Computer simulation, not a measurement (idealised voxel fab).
The following is a process module called voxel ribs on slabs.
The cross-section shown here is cut; it is 235 nm wide and divided into square cells measuring 5 nm on a side.
This document writes a cross-section as a grid whose cells are square, and gives it as bands, listed from the top down; one or more rows of cells form a band.
It is stipulated that each band's entry specify, in nanometres, the height of the top of the band and then that of its bottom, followed by the materials of the band in left-to-right sequence, each together with its width in nanometres. A single material marked by the word "throughout" is understood to fill the band from edge to edge; the word "air" is understood to denote empty space.
It should be noted that heights are counted from 0, beneath which the wafer as supplied is of one material throughout, and that the lowest band possesses no lower boundary but continues downward, as written in "from 0 down".
The width entry "30->40" should be interpreted row by row: the top row of cells in the band takes the first number, the bottom row takes the second number, and the change between adjacent rows is uniform throughout.
Any step labelled "all unchanged" changed none of the cells in the cross-section.
"Fully sealed voids" lists enclosed empty spaces (at least 8 cells, no open path upward to the top), each as width x height at distance from the left edge, in nm.
On each step's line, the part that comes after the settings is the simulator's own comment on the step.
overlay nm: mask offset rightward from planned place, masked step; negative means leftward offset.

-- The process steps that were planned are listed below
1,RECEIVE (material Si)
2,DIRECTIONAL_DEP (material SiO2; thk nm 25)
3,DIRECTIONAL_DEP (material polySi; thk nm 25)
4,DIRECTIONAL_DEP (material aC; thk nm 15)
5,PATTERN (tone cover; mask id RIB; material resist; width nm 20; thk nm 30; overlay nm 0)
6,DIRECTIONAL_ETCH (etch materials aC; depth nm 15)
7,STRIP (etch materials resist)
8,DIRECTIONAL_ETCH (etch materials polySi; depth nm 15)
9,STRIP (etch materials aC)
10,PATTERN (tone cover; mask id SLAB; material resist; width nm 60; thk nm 20; overlay nm 0)
11,DIRECTIONAL_ETCH (etch materials polySi; depth nm 10)
12,STRIP (etch materials resist)
13,FILL_DEP (material SiO2; thk nm 20)
14,CMP (height nm 65)
15,DIRECTIONAL_DEP (material W; thk nm 10)
16,MASKED_ETCH (tone cover; mask id HEATER; width nm 30; etch materials W; depth nm 10; overlay nm 0)
17,CONFORMAL_DEP (material SiN; thk nm 10)

-- Incoming wafer in cross-section (state: after step 1)
  from 0 down: Si throughout
  Fully sealed voids: none

-- As-planned run: cross-section of the first of two wafers at end of module
  from 85 to 75: air (90) / SiN (50) / air (95)
  from 75 to 65: SiN (100) / W (30) / SiN (105)
  from 65 to 50: SiO2 throughout
  from 50 to 35: SiO2 (105) / polySi (20) / SiO2 (110)
  from 35 to 25: SiO2 (85) / polySi (60) / SiO2 (90)
  from 25 to 0: SiO2 throughout
  from 0 down: Si throughout
  Fully sealed voids: none

-- The second wafer, shown in cross-section after the module: started the same way as the first and given the same plan, yet one mistake crept into how it was run
  from 75 to 65: air (100) / W (30) / air (105)
  from 65 to 50: SiO2 throughout
  from 50 to 35: SiO2 (105) / polySi (20) / SiO2 (110)
  from 35 to 25: SiO2 (85) / polySi (60) / SiO2 (90)
  from 25 to 0: SiO2 throughout
  from 0 down: Si throughout
  Fully sealed voids: none
Heads up, the wafer didn't run the way we planned it: execution of step 17 of the plan did not take place, the step having been omitted
Once processing is complete, comparing cell counts shows that the second wafer has more or fewer of certain materials than the first: 102 fewer of SiN
